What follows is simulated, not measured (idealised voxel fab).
Process module in this document: voxel self aligned contacts
We display cut, a cross-section 250 nm in width whose square cells are each 5 nm.
Think of the cross-section as a grid of square cells. We describe it in bands, top to bottom, and each band covers one or more rows of those cells.
This entry defines a band. It first specifies the height of the band's top and the height of its bottom in nm, and then specifies the band's materials from left to right, stating each material with its width in nm. The word "everywhere" identifies a single material that fills the band from edge to edge, while the word "empty" identifies empty space.
Where do heights start? At 0: under that level the wafer as delivered is made of one material only. And the lowest band has no floor; it just carries on downward, as in "0 and below".
A width given as "30 to 40" starts at the first number in the band's top row and ends at the second number in its bottom row, shifting by an equal amount at every step from row to row.
For the purposes of this document, the phrase "everything unchanged" attached to a step denotes that no cell within the cross-section was modified by that step.
So "Enclosed internal cavities" is basically the list of trapped voids: any empty space of 8 cells or more that can't reach the top through an opening. They're written width x height at distance, the distance being from the left edge, and it's all nm.
Whatever follows a step's settings on its line is a remark the simulator itself makes about that step.
Among the settings permitted on a step's line is "overlay nm"; applied to a step with a mask, it specifies the extent to which the mask lay to the right of its planned position, whereas a negative figure signifies a position to the left.
-- So here's the lineup of process steps we planned
1. RECEIVE, material Si
2. CONFORMAL_DEP, material SiO2, thk nm 5
3. DIRECTIONAL_DEP, material polySi, thk nm 30
4. DIRECTIONAL_DEP, material SiN, thk nm 20
5. MASKED_ETCH, tone cover, mask id GATE, width nm 25, pitch nm 65, etch materials SiN, depth nm 20, overlay nm 0
6. MASKED_ETCH, tone cover, mask id GATE, width nm 25, pitch nm 65, etch materials polySi, depth nm 30, overlay nm 0
7. CONFORMAL_DEP, material SiN, thk nm 10
8. DIRECTIONAL_ETCH, etch materials SiN, depth nm 10
9. FILL_DEP, material SiO2, thk nm 15
10. CMP, height nm 60
11. PATTERN, tone open, mask id CONTACT, material resist, width nm 50, pitch nm 65, thk nm 20, overlay nm 0
12. DIRECTIONAL_ETCH, etch materials SiO2, depth nm 60
13. STRIP, etch materials resist
14. CONFORMAL_DEP, material TiN, thk nm 5
15. FILL_DEP, material W, thk nm 5
16. CMP, height nm 60
17. CONFORMAL_DEP, material SiN, thk nm 5
-- First wafer, two in total, run as planned
-- Cross-section of the wafer at receipt, which is the condition after step 1
    0 and below: Si everywhere
    Enclosed internal cavities: none
-- So this is the wafer cross-section right after step 2
    5 down to 0: SiO2 everywhere
    below 0: unchanged
-- So this is the wafer cross-section right after step 3
    35 down to 5: polySi everywhere
    below 5: unchanged
-- So this is the wafer cross-section right after step 4
    55 down to 35: SiN everywhere
    below 35: unchanged
-- So this is the wafer cross-section right after step 5
    55 down to 35: 45 nm empty, 25 nm SiN, 40 nm empty, 25 nm SiN, 40 nm empty, 25 nm SiN, 50 nm empty
    below 35: unchanged
-- So this is the wafer cross-section right after step 6
    55 down to 35: 45 nm empty, 25 nm SiN, 40 nm empty, 25 nm SiN, 40 nm empty, 25 nm SiN, 50 nm empty
    35 down to 5: 45 nm empty, 25 nm polySi, 40 nm empty, 25 nm polySi, 40 nm empty, 25 nm polySi, 50 nm empty
    below 5: unchanged
-- So this is the wafer cross-section right after step 7
    65 down to 35: 35 nm empty, 45 nm SiN, 20 nm empty, 45 nm SiN, 20 nm empty, 45 nm SiN, 40 nm empty
    35 down to 15: 35 nm empty, 10 nm SiN, 25 nm polySi, 10 nm SiN, 20 nm empty, 10 nm SiN, 25 nm polySi, 10 nm SiN, 20 nm empty, 10 nm SiN, 25 nm polySi, 10 nm SiN, 40 nm empty
    15 down to 5: 45 nm SiN, 25 nm polySi, 40 nm SiN, 25 nm polySi, 40 nm SiN, 25 nm polySi, 50 nm SiN
    below 5: unchanged
-- So this is the wafer cross-section right after step 8
    55 down to 35: 35 nm empty, 45 nm SiN, 20 nm empty, 45 nm SiN, 20 nm empty, 45 nm SiN, 40 nm empty
    35 down to 5: 35 nm empty, 10 nm SiN, 25 nm polySi, 10 nm SiN, 20 nm empty, 10 nm SiN, 25 nm polySi, 10 nm SiN, 20 nm empty, 10 nm SiN, 25 nm polySi, 10 nm SiN, 40 nm empty
    below 5: unchanged
-- So this is the wafer cross-section right after step 9
    70 down to 55: SiO2 everywhere
    55 down to 35: 35 nm SiO2, 45 nm SiN, 20 nm SiO2, 45 nm SiN, 20 nm SiO2, 45 nm SiN, 40 nm SiO2
    35 down to 5: 35 nm SiO2, 10 nm SiN, 25 nm polySi, 10 nm SiN, 20 nm SiO2, 10 nm SiN, 25 nm polySi, 10 nm SiN, 20 nm SiO2, 10 nm SiN, 25 nm polySi, 10 nm SiN, 40 nm SiO2
    below 5: unchanged
-- So this is the wafer cross-section right after step 10
    60 down to 55: SiO2 everywhere
    below 55: unchanged
-- So this is the wafer cross-section right after step 11
    80 down to 60: 65 nm resist, 50 nm empty, 15 nm resist, 50 nm empty, 70 nm resist
    below 60: unchanged
-- So this is the wafer cross-section right after step 12
    80 down to 60: 65 nm resist, 50 nm empty, 15 nm resist, 50 nm empty, 70 nm resist
    60 down to 55: 65 nm SiO2, 50 nm empty, 15 nm SiO2, 50 nm empty, 70 nm SiO2
    55 down to 35: 35 nm SiO2, 45 nm SiN, 20 nm empty, 45 nm SiN, 20 nm empty, 45 nm SiN, 40 nm SiO2
    35 down to 5: 35 nm SiO2, 10 nm SiN, 25 nm polySi, 10 nm SiN, 20 nm empty, 10 nm SiN, 25 nm polySi, 10 nm SiN, 20 nm empty, 10 nm SiN, 25 nm polySi, 10 nm SiN, 40 nm SiO2
    5 down to 0: 80 nm SiO2, 20 nm empty, 45 nm SiO2, 20 nm empty, 85 nm SiO2
    below 0: unchanged
-- So this is the wafer cross-section right after step 13
    60 down to 55: 65 nm SiO2, 50 nm empty, 15 nm SiO2, 50 nm empty, 70 nm SiO2
    below 55: unchanged
-- So this is the wafer cross-section right after step 14
    65 down to 60: 70 nm TiN, 40 nm empty, 25 nm TiN, 40 nm empty, 75 nm TiN
    60 down to 55: 65 nm SiO2, 20 nm TiN, 10 nm empty, 20 nm TiN, 15 nm SiO2, 20 nm TiN, 10 nm empty, 20 nm TiN, 70 nm SiO2
    55 down to 35: 35 nm SiO2, 45 nm SiN, 5 nm TiN, 10 nm empty, 5 nm TiN, 45 nm SiN, 5 nm TiN, 10 nm empty, 5 nm TiN, 45 nm SiN, 40 nm SiO2
    35 down to 5: 35 nm SiO2, 10 nm SiN, 25 nm polySi, 10 nm SiN, 5 nm TiN, 10 nm empty, 5 nm TiN, 10 nm SiN, 25 nm polySi, 10 nm SiN, 5 nm TiN, 10 nm empty, 5 nm TiN, 10 nm SiN, 25 nm polySi, 10 nm SiN, 40 nm SiO2
    5 down to 0: 80 nm SiO2, 20 nm TiN, 45 nm SiO2, 20 nm TiN, 85 nm SiO2
    below 0: unchanged
-- So this is the wafer cross-section right after step 15
    70 down to 65: W everywhere
    65 down to 60: 70 nm TiN, 40 nm W, 25 nm TiN, 40 nm W, 75 nm TiN
    60 down to 55: 65 nm SiO2, 20 nm TiN, 10 nm W, 20 nm TiN, 15 nm SiO2, 20 nm TiN, 10 nm W, 20 nm TiN, 70 nm SiO2
    55 down to 35: 35 nm SiO2, 45 nm SiN, 5 nm TiN, 10 nm W, 5 nm TiN, 45 nm SiN, 5 nm TiN, 10 nm W, 5 nm TiN, 45 nm SiN, 40 nm SiO2
    35 down to 5: 35 nm SiO2, 10 nm SiN, 25 nm polySi, 10 nm SiN, 5 nm TiN, 10 nm W, 5 nm TiN, 10 nm SiN, 25 nm polySi, 10 nm SiN, 5 nm TiN, 10 nm W, 5 nm TiN, 10 nm SiN, 25 nm polySi, 10 nm SiN, 40 nm SiO2
    below 5: unchanged
-- So this is the wafer cross-section right after step 16
    60 down to 55: 65 nm SiO2, 20 nm TiN, 10 nm W, 20 nm TiN, 15 nm SiO2, 20 nm TiN, 10 nm W, 20 nm TiN, 70 nm SiO2
    below 55: unchanged
-- So this is the wafer cross-section right after step 17
    65 down to 60: SiN everywhere
    below 60: unchanged
-- For the second wafer, take the first wafer's start and plan, then add one mistake made in running it; everything through step 4, that step included, is shared with the first
-- Second wafer, section view, time point: scheduled end of step 5
    55 down to 35: 45 nm SiN, 25 nm empty, 40 nm SiN, 25 nm empty, 40 nm SiN, 25 nm empty, 50 nm SiN
    below 35: unchanged
Second wafer, section view, time point: scheduled end of step 6: everything unchanged
-- Second wafer, section view, time point: scheduled end of step 7
    65 down to 45: 55 nm SiN, 5 nm empty, 60 nm SiN, 5 nm empty, 60 nm SiN, 5 nm empty, 60 nm SiN
    45 down to 35: SiN everywhere
    below 35: unchanged
-- Second wafer, section view, time point: scheduled end of step 8
    55 down to 35: 55 nm SiN, 5 nm empty, 60 nm SiN, 5 nm empty, 60 nm SiN, 5 nm empty, 60 nm SiN
    below 35: unchanged
-- Second wafer, section view, time point: scheduled end of step 9
    70 down to 55: SiO2 everywhere
    55 down to 35: 55 nm SiN, 5 nm SiO2, 60 nm SiN, 5 nm SiO2, 60 nm SiN, 5 nm SiO2, 60 nm SiN
    below 35: unchanged
-- Second wafer, section view, time point: scheduled end of step 10
    60 down to 55: SiO2 everywhere
    below 55: unchanged
-- Second wafer, section view, time point: scheduled end of step 11
    80 down to 60: 65 nm resist, 50 nm empty, 15 nm resist, 50 nm empty, 70 nm resist
    below 60: unchanged
-- Second wafer, section view, time point: scheduled end of step 12
    80 down to 60: 65 nm resist, 50 nm empty, 15 nm resist, 50 nm empty, 70 nm resist
    60 down to 55: 65 nm SiO2, 50 nm empty, 15 nm SiO2, 50 nm empty, 70 nm SiO2
    below 55: unchanged
-- Second wafer, section view, time point: scheduled end of step 13
    60 down to 55: 65 nm SiO2, 50 nm empty, 15 nm SiO2, 50 nm empty, 70 nm SiO2
    below 55: unchanged
-- Second wafer, section view, time point: scheduled end of step 14
    65 down to 60: 70 nm TiN, 40 nm empty, 25 nm TiN, 40 nm empty, 75 nm TiN
    60 down to 55: 65 nm SiO2, 50 nm TiN, 15 nm SiO2, 50 nm TiN, 70 nm SiO2
    below 55: unchanged
-- Second wafer, section view, time point: scheduled end of step 15
    70 down to 65: W everywhere
    65 down to 60: 70 nm TiN, 40 nm W, 25 nm TiN, 40 nm W, 75 nm TiN
    below 60: unchanged
-- Second wafer, section view, time point: scheduled end of step 16
    60 down to 55: 65 nm SiO2, 50 nm TiN, 15 nm SiO2, 50 nm TiN, 70 nm SiO2
    below 55: unchanged
-- Second wafer, section view, time point: scheduled end of step 17
    65 down to 60: SiN everywhere
    below 60: unchanged
Deviation from plan: for step 5, the planned setting was not used; the step was instead run as MASKED_ETCH, tone open, mask id GATE, width nm 25, pitch nm 65, etch materials SiN, depth nm 20, overlay nm 0
The second wafer ends with more or fewer cells of some materials than the first, per final count: +8 SiN, -130 SiO2, -44 TiN, -44 W, +210 polySi
